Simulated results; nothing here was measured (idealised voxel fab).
The following is a process module called voxel released beams.
For reference, the cross-section in this document is cut, with width 205 nm and square cells of 5 nm.
Heads up, the way a cross-section reads in here is a grid of square cells, handed over as bands from the top down, with every band being one or more rows of cells.
For a band, the entry starts with two heights in nm, that of the top and then that of the bottom, and carries on with the band's materials in order from left to right, each alongside its width in nm; the word "everywhere" beside a single material means it fills the band edge to edge, and "air" means empty space.
Below 0: as-received wafer, all one material; heights counted from there. Lowest band: no bottom, goes on down, written "0 down".
The two numbers in a width such as "30..40" mark its ends across the band: the first belongs to the top row of cells, the second to the bottom row, and from each row to the next the width moves by the same amount.
"no alteration" means the step left every cell of the cross-section as it was.
For the entry "Entrapped void list", the listed items are empty spaces with no open way to the top whose size is 8 cells or more; each item follows the pattern width x height at distance, where distance is from the left edge and all three are in nm.
Note: text after step settings on the step line = simulator remark on that step.
overlay nm: mask offset rightward from planned place, masked step; negative means leftward offset.
[Intended process steps]
1. RECEIVE,material Si
2. CONFORMAL_DEP,material Al2O3,thk nm 10
3. DIRECTIONAL_DEP,material SiO2,thk nm 20
4. PATTERN,tone open,mask id ANCHOR,material resist,width nm 35,thk nm 20,overlay nm 0
5. DIRECTIONAL_ETCH,etch materials SiO2,depth nm 20
6. STRIP,etch materials resist
7. CONFORMAL_DEP,material SiN,thk nm 10
8. PATTERN,tone cover,mask id BEAM,material resist,width nm 110,thk nm 15,overlay nm 0
9. DIRECTIONAL_ETCH,etch materials SiN,depth nm 10
10. STRIP,etch materials resist
11. STRIP,etch materials SiO2
[Cross-sectional view of the wafer in its as-received condition, corresponding to the state after step 1]
	0 down: Si everywhere
	Entrapped void list: none
[Run as planned - first of the two wafers cross-sectioned at the end of the module]
	40 to 30: air=45 / SiN=15 / air=15 / SiN=80 / air=50
	30 to 20: air=50 / SiN=10 / air=15 / SiN=10 / air=120
	20 to 10: air=50 / SiN=35 / air=120
	10 to 0: Al2O3 everywhere
	0 down: Si everywhere
	Entrapped void list: none
[Presented here is a cross-section of the second of the two wafers as it stood at the end of the module. It was started in the same manner and assigned the same plan as the first wafer; however, one mistake was made in its execution]
	40 to 30: air=50 / SiN=10 / air=15 / SiN=75 / air=55
	30 to 20: air=50 / SiN=10 / air=15 / SiN=10 / air=120
	20 to 10: air=50 / SiN=35 / air=120
	10 to 0: Al2O3 everywhere
	0 down: Si everywhere
	Entrapped void list: none
What was done differently from what was planned? step 8 deviated from plan and actually ran as PATTERN,tone cover,mask id BEAM,material resist,width nm 100,thk nm 15,overlay nm 0
End check, counted in cells, second wafer has more or fewer of these materials than the first: SiN: 4 fewer
